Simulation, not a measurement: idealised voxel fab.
Documented hereafter: the process module known as voxel trench capacitor.
This is section cut - it's 160 nm across, gridded in 5 nm square cells.
When this document writes out a cross-section, it uses a grid of square cells and lists it as bands, beginning at the top and moving down, with a band standing for one or more rows of cells. Per band: top height and bottom height in nm, followed by the left-to-right materials and their widths in nm; "edge to edge" marks a single material spanning edge to edge, "empty" marks empty space. Basically, 0 is our baseline, since under it the wafer straight out of the box is all one material. The bottom band has no lower end and keeps on going down, so it looks like "0..down". When a width is written as two numbers, as in "30 to 40", the first number is the width in the top row of cells of the band and the second is the width in its bottom row, and the width changes by the same amount from each row to the next. What does "nothing was modified" mean for a step? It means no cell of the cross-section changed in that step. The entry titled "Trapped void list" provides the empty spaces that have no open way to the top, restricted to those of 8 cells or more. Each is presented as width x height at distance, the distance being measured from the left edge, with all three in nm. Text after the settings on a step's line: the simulator's own remark on that step. overlay nm: how far to the right of its planned place the mask lay on this masked step (negative: to the left).

The steps planned for the process are as follows:
step 1: RECEIVE | material Si
step 2: CONFORMAL_DEP | material SiN | thk nm 10
step 3: MASKED_ETCH | tone open | mask id TRENCH | width nm 20 | pitch nm 35 | etch materials SiN | depth nm 10 | overlay nm 0
step 4: MASKED_ETCH | tone open | mask id TRENCH | width nm 20 | pitch nm 35 | etch materials Si | depth nm 35 | overlay nm 0
step 5: CONFORMAL_DEP | material SiO2 | thk nm 5
step 6: FILL_DEP | material polySi | thk nm 10
step 7: CMP | height nm 10

What follows covers the first of two wafers; it ran as planned:

Received-state cross-section, reflecting completion of step 1:
- 0..down | Si edge to edge
- Trapped void list: none

Wafer xsec, post step 2:
- 10..0 | SiN edge to edge
- Below 0, the layers are the same as they were.

Wafer xsec, post step 3:
- 10..0 | 35 SiN  20 empty  15 SiN  20 empty  15 SiN  20 empty  35 SiN
- Below 0, the layers are the same as they were.

Wafer xsec, post step 4:
- 10..0 | 35 SiN  20 empty  15 SiN  20 empty  15 SiN  20 empty  35 SiN
- 0..-35 | 35 Si  20 empty  15 Si  20 empty  15 Si  20 empty  35 Si
- Below -35, the layers are the same as they were.

Wafer xsec, post step 5:
- 15..10 | 40 SiO2  10 empty  25 SiO2  10 empty  25 SiO2  10 empty  40 SiO2
- 10..0 | 35 SiN  5 SiO2  10 empty  5 SiO2  15 SiN  5 SiO2  10 empty  5 SiO2  15 SiN  5 SiO2  10 empty  5 SiO2  35 SiN
- 0..-30 | 35 Si  5 SiO2  10 empty  5 SiO2  15 Si  5 SiO2  10 empty  5 SiO2  15 Si  5 SiO2  10 empty  5 SiO2  35 Si
- -30..-35 | 35 Si  20 SiO2  15 Si  20 SiO2  15 Si  20 SiO2  35 Si
- Below -35, the layers are the same as they were.

Wafer xsec, post step 6:
- 25..15 | polySi edge to edge
- 15..10 | 40 SiO2  10 polySi  25 SiO2  10 polySi  25 SiO2  10 polySi  40 SiO2
- 10..0 | 35 SiN  5 SiO2  10 polySi  5 SiO2  15 SiN  5 SiO2  10 polySi  5 SiO2  15 SiN  5 SiO2  10 polySi  5 SiO2  35 SiN
- 0..-30 | 35 Si  5 SiO2  10 polySi  5 SiO2  15 Si  5 SiO2  10 polySi  5 SiO2  15 Si  5 SiO2  10 polySi  5 SiO2  35 Si
- Below -30, the layers are the same as they were.

Wafer xsec, post step 7:
- 10..0 | 35 SiN  5 SiO2  10 polySi  5 SiO2  15 SiN  5 SiO2  10 polySi  5 SiO2  15 SiN  5 SiO2  10 polySi  5 SiO2  35 SiN
- Below 0, the layers are the same as they were.

Regarding the second of the two wafers: it shared the first wafer's starting condition and process plan, yet one error occurred during its execution. Its history coincides with that of the first wafer up to and including step 2:

Second wafer, sectioned view, at step 3's planned end time:
- 10..0 | 35 SiN  20 empty  15 SiN  20 empty  15 SiN  20 empty  35 SiN
- Below 0, the layers are the same as they were.

Second wafer, sectioned view, at step 4's planned end time:
- 10..0 | 35 SiN  20 empty  15 SiN  20 empty  15 SiN  20 empty  35 SiN
- 0..-35 | 35 Si  20 empty  15 Si  20 empty  15 Si  20 empty  35 Si
- Below -35, the layers are the same as they were.

Second wafer, sectioned view, at step 5's planned end time:
- 15..10 | 40 SiO2  10 empty  25 SiO2  10 empty  25 SiO2  10 empty  40 SiO2
- 10..0 | 35 SiN  5 SiO2  10 empty  5 SiO2  15 SiN  5 SiO2  10 empty  5 SiO2  15 SiN  5 SiO2  10 empty  5 SiO2  35 SiN
- 0..-30 | 35 Si  5 SiO2  10 empty  5 SiO2  15 Si  5 SiO2  10 empty  5 SiO2  15 Si  5 SiO2  10 empty  5 SiO2  35 Si
- -30..-35 | 35 Si  20 SiO2  15 Si  20 SiO2  15 Si  20 SiO2  35 Si
- Below -35, the layers are the same as they were.

Second wafer, sectioned view, at step 6's planned end time:
- 25..15 | polySi edge to edge
- 15..10 | 40 SiO2  10 polySi  25 SiO2  10 polySi  25 SiO2  10 polySi  40 SiO2
- 10..0 | 35 SiN  5 SiO2  10 polySi  5 SiO2  15 SiN  5 SiO2  10 polySi  5 SiO2  15 SiN  5 SiO2  10 polySi  5 SiO2  35 SiN
- 0..-30 | 35 Si  5 SiO2  10 polySi  5 SiO2  15 Si  5 SiO2  10 polySi  5 SiO2  15 Si  5 SiO2  10 polySi  5 SiO2  35 Si
- Below -30, the layers are the same as they were.

Second wafer, sectioned view, at step 7's planned end time:
- 10..0 | 35 SiN  5 SiO2  10 polySi  5 SiO2  15 SiN  5 SiO2  10 polySi  5 SiO2  15 SiN  5 SiO2  10 polySi  5 SiO2  35 SiN
- Below 0, the layers are the same as they were.
It is concluded that the wafer was processed incorrectly with respect to the plan, in that heads up, step 3 of the plan got done twice
Upon completion, the cross-sectional profiles of the two wafers are identical; consequently, the error exerts no influence on the quantities computed by this model.
